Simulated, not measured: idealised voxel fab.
process module | voxel double patterning
cross-section cut | 155 nm wide | cells 5 nm
A cross-section is a grid of square cells, given in bands from the top down. A band is one or more rows of cells.
Each band's line starts with the height of the band's top and of its bottom, in nm. Then come its materials from left to right, each with its width in nm. One material with "throughout" fills the band from edge to edge. "air" is empty space.
Height 0 is the level under which the wafer as received is all one material. The lowest band goes on downwards, as in "0 down".
A width such as "30 to 40" changes by the same amount from each row of cells to the next, from the band's top row to its bottom row.
"no change" after a step means that no cell of the cross-section changed.
closed voids: empty space of 8 cells or more with no open way to the top, each as width x height at its distance from the left edge, in nm
after a step's settings: what the simulator itself notes on the step
overlay nm, on a step with a mask: how far to the right of its planned place the mask lay; to the left if negative
plan
1 op RECEIVE | material Si
2 op CONFORMAL_DEP | material SiO2 | thk nm 5
3 op DIRECTIONAL_DEP | material polySi | thk nm 10
4 op DIRECTIONAL_DEP | material SiN | thk nm 10
5 op MASKED_ETCH | tone open | mask id FIRST | width nm 15 | pitch nm 50 | etch materials SiN | depth nm 10 | overlay nm 0
6 op PATTERN | tone open | mask id SECOND | material resist | width nm 15 | pitch nm 50 | thk nm 15 | overlay nm 0
7 op DIRECTIONAL_ETCH | etch materials SiN | depth nm 10
8 op STRIP | etch materials resist
9 op DIRECTIONAL_ETCH | etch materials polySi | depth nm 10
10 op STRIP | etch materials SiN
first wafer, as planned
as received, after step 1
  0 down: Si throughout
  closed voids: none
after step 2
  5 to 0: SiO2 throughout
  below 0: unchanged
after step 3
  15 to 5: polySi throughout
  below 5: unchanged
after step 4
  25 to 15: SiN throughout
  below 15: unchanged
after step 5
  25 to 15: SiN 20 | air 15 | SiN 35 | air 15 | SiN 35 | air 15 | SiN 20
  below 15: unchanged
after step 6
  40 to 25: resist 45 | air 15 | resist 35 | air 15 | resist 45
  25 to 15: SiN 20 | resist 15 | SiN 35 | resist 15 | SiN 35 | resist 15 | SiN 20
  below 15: unchanged
after step 7
  40 to 25: resist 45 | air 15 | resist 35 | air 15 | resist 45
  25 to 15: SiN 20 | resist 15 | SiN 10 | air 15 | SiN 10 | resist 15 | SiN 10 | air 15 | SiN 10 | resist 15 | SiN 20
  below 15: unchanged
after step 8
  25 to 15: SiN 20 | air 15 | SiN 10 | air 15 | SiN 10 | air 15 | SiN 10 | air 15 | SiN 10 | air 15 | SiN 20
  below 15: unchanged
after step 9
  25 to 15: SiN 20 | air 15 | SiN 10 | air 15 | SiN 10 | air 15 | SiN 10 | air 15 | SiN 10 | air 15 | SiN 20
  15 to 5: polySi 20 | air 15 | polySi 10 | air 15 | polySi 10 | air 15 | polySi 10 | air 15 | polySi 10 | air 15 | polySi 20
  below 5: unchanged
after step 10
  15 to 5: polySi 20 | air 15 | polySi 10 | air 15 | polySi 10 | air 15 | polySi 10 | air 15 | polySi 10 | air 15 | polySi 20
  below 5: unchanged
second wafer: like start, like plan, one mistake. Through step 7 it matches the first wafer
when step 8 should have ended
  25 to 15: SiN 20 | air 15 | SiN 10 | air 15 | SiN 10 | air 15 | SiN 10 | air 15 | SiN 10 | air 15 | SiN 20
  below 15: unchanged
when step 9 should have ended
  25 to 15: SiN 20 | air 15 | SiN 10 | air 15 | SiN 10 | air 15 | SiN 10 | air 15 | SiN 10 | air 15 | SiN 20
  15 to 5: polySi 20 | air 15 | polySi 10 | air 15 | polySi 10 | air 15 | polySi 10 | air 15 | polySi 10 | air 15 | polySi 20
  below 5: unchanged
when step 10 should have ended
  15 to 5: polySi 20 | air 15 | polySi 10 | air 15 | polySi 10 | air 15 | polySi 10 | air 15 | polySi 10 | air 15 | polySi 20
  below 5: unchanged
what went wrong: step 8 was run twice
at the end the two cross-sections are the same: no effect in what this model computes
